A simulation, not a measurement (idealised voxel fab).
process module | voxel transistor to metal
cross-section cut | 200 nm wide | cells 5 nm
A cross-section is a grid of square cells, given in bands from the top down. A band is one or more rows of cells.
Each band's line starts with the height of the band's top and of its bottom, in nm. Then come its materials from left to right, each with its width in nm. One material with "throughout" fills the band from edge to edge. "air" is empty space.
Height 0 is the level under which the wafer as received is all one material. The lowest band goes on downwards, as in "0 down".
A width such as "30 to 40" changes by the same amount from each row of cells to the next, from the band's top row to its bottom row.
"no change" after a step means that no cell of the cross-section changed.
closed voids: empty space of 8 cells or more with no open way to the top, each as width x height at its distance from the left edge, in nm
after a step's settings: what the simulator itself notes on the step
overlay nm, on a step with a mask: how far to the right of its planned place the mask lay; to the left if negative
plan
1 op RECEIVE | material Si
2 op CONFORMAL_DEP | material SiO2 | thk nm 5
3 op CONFORMAL_DEP | material SiN | thk nm 15
4 op MASKED_ETCH | tone cover | mask id ACTIVE | width nm 110 | etch materials SiN | depth nm 15 | overlay nm 0
5 op MASKED_ETCH | tone cover | mask id ACTIVE | width nm 110 | etch materials SiO2 | depth nm 5 | overlay nm 0
6 op MASKED_ETCH | tone cover | mask id ACTIVE | width nm 110 | etch materials Si | depth nm 30 | overlay nm 0
7 op FILL_DEP | material SiO2 | thk nm 15
8 op CMP | height nm 20
9 op SELECTIVE_ETCH | etch materials SiO2 | depth nm 5
10 op STRIP | etch materials SiN
11 op SELECTIVE_ETCH | etch materials SiO2 | depth nm 5
12 op OXIDIZE | depth nm 5
13 op DIRECTIONAL_DEP | material polySi | thk nm 20
14 op DIRECTIONAL_DEP | material SiCN | thk nm 10
15 op PATTERN | tone cover | mask id GATE | material resist | width nm 20 | thk nm 20 | overlay nm 0
16 op DIRECTIONAL_ETCH | etch materials SiCN | depth nm 20
17 op DIRECTIONAL_ETCH | etch materials polySi | depth nm 30
18 op STRIP | etch materials resist
19 op CONFORMAL_DEP | material SiN | thk nm 5
20 op DIRECTIONAL_ETCH | etch materials SiN | depth nm 5
21 op DIRECTIONAL_ETCH | etch materials SiO2 | depth nm 5
22 op DIRECTIONAL_ETCH | etch materials Si | depth nm 10
23 op EPI | material SiGe | thk nm 10
24 op FILL_DEP | material SiO2 | thk nm 10
25 op CMP | height nm 30
26 op DIRECTIONAL_DEP | material SiO2 | thk nm 10
27 op MASKED_ETCH | tone open | mask id CONTACT | width nm 15 | pitch nm 75 | etch materials SiO2 | depth nm 45 | overlay nm 0
28 op CONFORMAL_DEP | material TiN | thk nm 5
29 op FILL_DEP | material W | thk nm 10
30 op CMP | height nm 40
31 op CONFORMAL_DEP | material SiCN | thk nm 5
32 op DIRECTIONAL_DEP | material lowk | thk nm 20
33 op MASKED_ETCH | tone open | mask id METAL_1 | width nm 15 | pitch nm 75 | etch materials lowk | depth nm 20 | overlay nm 0
34 op MASKED_ETCH | tone open | mask id METAL_1 | width nm 15 | pitch nm 75 | etch materials SiCN | depth nm 5 | overlay nm 0
35 op CONFORMAL_DEP | material TiN | thk nm 5
36 op FILL_DEP | material Cu | thk nm 5
37 op CMP | height nm 65
38 op EPI | material Ru | thk nm 5
39 op FILL_DEP | material SiCN | thk nm 5
first wafer, as planned
as received, after step 1
  0 down: Si throughout
  closed voids: none
after step 2
  5 to 0: SiO2 throughout
  below 0: unchanged
after step 3
  20 to 5: SiN throughout
  below 5: unchanged
after step 4
  20 to 5: air 45 | SiN 110 | air 45
  below 5: unchanged
after step 5
  20 to 5: air 45 | SiN 110 | air 45
  5 to 0: air 45 | SiO2 110 | air 45
  below 0: unchanged
after step 6
  20 to 5: air 45 | SiN 110 | air 45
  5 to 0: air 45 | SiO2 110 | air 45
  0 to -30: air 45 | Si 110 | air 45
  below -30: unchanged
after step 7
  35 to 20: SiO2 throughout
  20 to 5: SiO2 45 | SiN 110 | SiO2 45
  5 to 0: SiO2 throughout
  0 to -30: SiO2 45 | Si 110 | SiO2 45
  below -30: unchanged
after step 8
  20 to 5: SiO2 45 | SiN 110 | SiO2 45
  below 5: unchanged
after step 9
  20 to 15: air 45 | SiN 110 | air 45
  below 15: unchanged
after step 10
  15 to 5: SiO2 45 | air 110 | SiO2 45
  below 5: unchanged
after step 11
  10 to 0: SiO2 40 | air 120 | SiO2 40
  below 0: unchanged
after step 12
  10 to 0: SiO2 40 | air 120 | SiO2 40
  0 to -5: SiO2 throughout
  below -5: unchanged
after step 13
  30 to 20: polySi 40 | air 120 | polySi 40
  20 to 10: polySi throughout
  10 to 0: SiO2 40 | polySi 120 | SiO2 40
  below 0: unchanged
after step 14
  40 to 30: SiCN 40 | air 120 | SiCN 40
  30 to 20: polySi 40 | SiCN 120 | polySi 40
  below 20: unchanged
after step 15
  60 to 40: air 90 | resist 20 | air 90
  40 to 30: SiCN 40 | air 50 | resist 20 | air 50 | SiCN 40
  below 30: unchanged
after step 16
  60 to 30: air 90 | resist 20 | air 90
  30 to 20: polySi 40 | air 50 | SiCN 20 | air 50 | polySi 40
  below 20: unchanged
after step 17
  60 to 30: air 90 | resist 20 | air 90
  30 to 20: air 90 | SiCN 20 | air 90
  20 to 10: air 90 | polySi 20 | air 90
  10 to 0: SiO2 40 | air 50 | polySi 20 | air 50 | SiO2 40
  below 0: unchanged
after step 18
  30 to 20: air 90 | SiCN 20 | air 90
  below 20: unchanged
after step 19
  35 to 30: air 85 | SiN 30 | air 85
  30 to 20: air 85 | SiN 5 | SiCN 20 | SiN 5 | air 85
  20 to 15: air 85 | SiN 5 | polySi 20 | SiN 5 | air 85
  15 to 10: SiN 45 | air 40 | SiN 5 | polySi 20 | SiN 5 | air 40 | SiN 45
  10 to 5: SiO2 40 | SiN 5 | air 40 | SiN 5 | polySi 20 | SiN 5 | air 40 | SiN 5 | SiO2 40
  5 to 0: SiO2 40 | SiN 50 | polySi 20 | SiN 50 | SiO2 40
  below 0: unchanged
after step 20
  30 to 20: air 85 | SiN 5 | SiCN 20 | SiN 5 | air 85
  20 to 10: air 85 | SiN 5 | polySi 20 | SiN 5 | air 85
  10 to 0: SiO2 40 | SiN 5 | air 40 | SiN 5 | polySi 20 | SiN 5 | air 40 | SiN 5 | SiO2 40
  below 0: unchanged
after step 21
  30 to 20: air 85 | SiN 5 | SiCN 20 | SiN 5 | air 85
  20 to 10: air 85 | SiN 5 | polySi 20 | SiN 5 | air 85
  10 to 5: air 40 | SiN 5 | air 40 | SiN 5 | polySi 20 | SiN 5 | air 40 | SiN 5 | air 40
  5 to 0: SiO2 40 | SiN 5 | air 40 | SiN 5 | polySi 20 | SiN 5 | air 40 | SiN 5 | SiO2 40
  0 to -5: SiO2 45 | air 40 | SiO2 30 | air 40 | SiO2 45
  below -5: unchanged
after step 22
  30 to 20: air 85 | SiN 5 | SiCN 20 | SiN 5 | air 85
  20 to 10: air 85 | SiN 5 | polySi 20 | SiN 5 | air 85
  10 to 5: air 40 | SiN 5 | air 40 | SiN 5 | polySi 20 | SiN 5 | air 40 | SiN 5 | air 40
  5 to 0: SiO2 40 | SiN 5 | air 40 | SiN 5 | polySi 20 | SiN 5 | air 40 | SiN 5 | SiO2 40
  0 to -5: SiO2 45 | air 40 | SiO2 30 | air 40 | SiO2 45
  -5 to -15: SiO2 45 | air 40 | Si 30 | air 40 | SiO2 45
  below -15: unchanged
after step 23
  30 to 20: air 85 | SiN 5 | SiCN 20 | SiN 5 | air 85
  20 to 10: air 85 | SiN 5 | polySi 20 | SiN 5 | air 85
  10 to 5: air 40 | SiN 5 | air 40 | SiN 5 | polySi 20 | SiN 5 | air 40 | SiN 5 | air 40
  5 to 0: SiO2 40 | SiN 5 | air 30 | SiGe 10 | SiN 5 | polySi 20 | SiN 5 | SiGe 10 | air 30 | SiN 5 | SiO2 40
  0 to -5: SiO2 45 | air 30 | SiGe 10 | SiO2 30 | SiGe 10 | air 30 | SiO2 45
  -5 to -15: SiO2 45 | SiGe 40 | Si 30 | SiGe 40 | SiO2 45
  below -15: unchanged
after step 24
  40 to 30: SiO2 throughout
  30 to 20: SiO2 85 | SiN 5 | SiCN 20 | SiN 5 | SiO2 85
  20 to 10: SiO2 85 | SiN 5 | polySi 20 | SiN 5 | SiO2 85
  10 to 5: SiO2 40 | SiN 5 | SiO2 40 | SiN 5 | polySi 20 | SiN 5 | SiO2 40 | SiN 5 | SiO2 40
  5 to 0: SiO2 40 | SiN 5 | SiO2 30 | SiGe 10 | SiN 5 | polySi 20 | SiN 5 | SiGe 10 | SiO2 30 | SiN 5 | SiO2 40
  0 to -5: SiO2 75 | SiGe 10 | SiO2 30 | SiGe 10 | SiO2 75
  below -5: unchanged
after step 25
  30 to 20: SiO2 85 | SiN 5 | SiCN 20 | SiN 5 | SiO2 85
  below 20: unchanged
after step 26
  40 to 30: SiO2 throughout
  below 30: unchanged
after step 27
  40 to 30: SiO2 55 | air 15 | SiO2 60 | air 15 | SiO2 55
  30 to 20: SiO2 55 | air 15 | SiO2 15 | SiN 5 | SiCN 20 | SiN 5 | SiO2 15 | air 15 | SiO2 55
  20 to 10: SiO2 55 | air 15 | SiO2 15 | SiN 5 | polySi 20 | SiN 5 | SiO2 15 | air 15 | SiO2 55
  10 to 5: SiO2 40 | SiN 5 | SiO2 10 | air 15 | SiO2 15 | SiN 5 | polySi 20 | SiN 5 | SiO2 15 | air 15 | SiO2 10 | SiN 5 | SiO2 40
  5 to 0: SiO2 40 | SiN 5 | SiO2 10 | air 15 | SiO2 5 | SiGe 10 | SiN 5 | polySi 20 | SiN 5 | SiGe 10 | SiO2 5 | air 15 | SiO2 10 | SiN 5 | SiO2 40
  0 to -5: SiO2 55 | air 15 | SiO2 5 | SiGe 10 | SiO2 30 | SiGe 10 | SiO2 5 | air 15 | SiO2 55
  below -5: unchanged
after step 28
  45 to 40: TiN 60 | air 5 | TiN 70 | air 5 | TiN 60
  40 to 30: SiO2 55 | TiN 5 | air 5 | TiN 5 | SiO2 60 | TiN 5 | air 5 | TiN 5 | SiO2 55
  30 to 20: SiO2 55 | TiN 5 | air 5 | TiN 5 | SiO2 15 | SiN 5 | SiCN 20 | SiN 5 | SiO2 15 | TiN 5 | air 5 | TiN 5 | SiO2 55
  20 to 10: SiO2 55 | TiN 5 | air 5 | TiN 5 | SiO2 15 | SiN 5 | polySi 20 | SiN 5 | SiO2 15 | TiN 5 | air 5 | TiN 5 | SiO2 55
  10 to 5: SiO2 40 | SiN 5 | SiO2 10 | TiN 5 | air 5 | TiN 5 | SiO2 15 | SiN 5 | polySi 20 | SiN 5 | SiO2 15 | TiN 5 | air 5 | TiN 5 | SiO2 10 | SiN 5 | SiO2 40
  5 to 0: SiO2 40 | SiN 5 | SiO2 10 | TiN 5 | air 5 | TiN 5 | SiO2 5 | SiGe 10 | SiN 5 | polySi 20 | SiN 5 | SiGe 10 | SiO2 5 | TiN 5 | air 5 | TiN 5 | SiO2 10 | SiN 5 | SiO2 40
  0 to -5: SiO2 55 | TiN 15 | SiO2 5 | SiGe 10 | SiO2 30 | SiGe 10 | SiO2 5 | TiN 15 | SiO2 55
  below -5: unchanged
after step 29
  55 to 45: W throughout
  45 to 40: TiN 60 | W 5 | TiN 70 | W 5 | TiN 60
  40 to 30: SiO2 55 | TiN 5 | W 5 | TiN 5 | SiO2 60 | TiN 5 | W 5 | TiN 5 | SiO2 55
  30 to 20: SiO2 55 | TiN 5 | W 5 | TiN 5 | SiO2 15 | SiN 5 | SiCN 20 | SiN 5 | SiO2 15 | TiN 5 | W 5 | TiN 5 | SiO2 55
  20 to 10: SiO2 55 | TiN 5 | W 5 | TiN 5 | SiO2 15 | SiN 5 | polySi 20 | SiN 5 | SiO2 15 | TiN 5 | W 5 | TiN 5 | SiO2 55
  10 to 5: SiO2 40 | SiN 5 | SiO2 10 | TiN 5 | W 5 | TiN 5 | SiO2 15 | SiN 5 | polySi 20 | SiN 5 | SiO2 15 | TiN 5 | W 5 | TiN 5 | SiO2 10 | SiN 5 | SiO2 40
  5 to 0: SiO2 40 | SiN 5 | SiO2 10 | TiN 5 | W 5 | TiN 5 | SiO2 5 | SiGe 10 | SiN 5 | polySi 20 | SiN 5 | SiGe 10 | SiO2 5 | TiN 5 | W 5 | TiN 5 | SiO2 10 | SiN 5 | SiO2 40
  below 0: unchanged
after step 30
  40 to 30: SiO2 55 | TiN 5 | W 5 | TiN 5 | SiO2 60 | TiN 5 | W 5 | TiN 5 | SiO2 55
  below 30: unchanged
after step 31
  45 to 40: SiCN throughout
  below 40: unchanged
after step 32
  65 to 45: lowk throughout
  below 45: unchanged
after step 33
  65 to 45: lowk 55 | air 15 | lowk 60 | air 15 | lowk 55
  below 45: unchanged
after step 34
  65 to 45: lowk 55 | air 15 | lowk 60 | air 15 | lowk 55
  45 to 40: SiCN 55 | air 15 | SiCN 60 | air 15 | SiCN 55
  below 40: unchanged
after step 35
  70 to 65: TiN 60 | air 5 | TiN 70 | air 5 | TiN 60
  65 to 45: lowk 55 | TiN 5 | air 5 | TiN 5 | lowk 60 | TiN 5 | air 5 | TiN 5 | lowk 55
  45 to 40: SiCN 55 | TiN 15 | SiCN 60 | TiN 15 | SiCN 55
  below 40: unchanged
after step 36
  75 to 70: Cu throughout
  70 to 65: TiN 60 | Cu 5 | TiN 70 | Cu 5 | TiN 60
  65 to 45: lowk 55 | TiN 5 | Cu 5 | TiN 5 | lowk 60 | TiN 5 | Cu 5 | TiN 5 | lowk 55
  below 45: unchanged
after step 37
  65 to 45: lowk 55 | TiN 5 | Cu 5 | TiN 5 | lowk 60 | TiN 5 | Cu 5 | TiN 5 | lowk 55
  below 45: unchanged
after step 38
  70 to 65: air 50 | Ru 25 | air 50 | Ru 25 | air 50
  below 65: unchanged
after step 39
  75 to 70: SiCN throughout
  70 to 65: SiCN 50 | Ru 25 | SiCN 50 | Ru 25 | SiCN 50
  below 65: unchanged
second wafer: like start, like plan, one mistake. Through step 32 it matches the first wafer
when step 33 should have ended
  65 to 45: lowk 55 | air 20 | lowk 55 | air 20 | lowk 50
  below 45: unchanged
when step 34 should have ended
  65 to 45: lowk 55 | air 20 | lowk 55 | air 20 | lowk 50
  45 to 40: SiCN 55 | air 15 | SiCN 60 | air 15 | SiCN 55
  below 40: unchanged
when step 35 should have ended
  70 to 65: TiN 60 | air 10 | TiN 65 | air 10 | TiN 55
  65 to 50: lowk 55 | TiN 5 | air 10 | TiN 5 | lowk 55 | TiN 5 | air 10 | TiN 5 | lowk 50
  50 to 45: lowk 55 | TiN 5 | air 5 | TiN 10 | lowk 55 | TiN 5 | air 5 | TiN 10 | lowk 50
  45 to 40: SiCN 55 | TiN 15 | SiCN 60 | TiN 15 | SiCN 55
  below 40: unchanged
when step 36 should have ended
  75 to 70: Cu throughout
  70 to 65: TiN 60 | Cu 10 | TiN 65 | Cu 10 | TiN 55
  65 to 50: lowk 55 | TiN 5 | Cu 10 | TiN 5 | lowk 55 | TiN 5 | Cu 10 | TiN 5 | lowk 50
  50 to 45: lowk 55 | TiN 5 | Cu 5 | TiN 10 | lowk 55 | TiN 5 | Cu 5 | TiN 10 | lowk 50
  below 45: unchanged
when step 37 should have ended
  65 to 50: lowk 55 | TiN 5 | Cu 10 | TiN 5 | lowk 55 | TiN 5 | Cu 10 | TiN 5 | lowk 50
  below 50: unchanged
when step 38 should have ended
  70 to 65: air 50 | Ru 30 | air 45 | Ru 30 | air 45
  below 65: unchanged
when step 39 should have ended
  75 to 70: SiCN throughout
  70 to 65: SiCN 50 | Ru 30 | SiCN 45 | Ru 30 | SiCN 45
  below 65: unchanged
what went wrong: step 33 ran as: op MASKED_ETCH | tone open | mask id METAL_1 | width nm 20 | pitch nm 75 | etch materials lowk | depth nm 20 | overlay nm 0
at the end the second wafer has, in cells: 6 more of Cu | 2 more of Ru | 2 fewer of SiCN | 2 more of TiN | 8 fewer of lowk
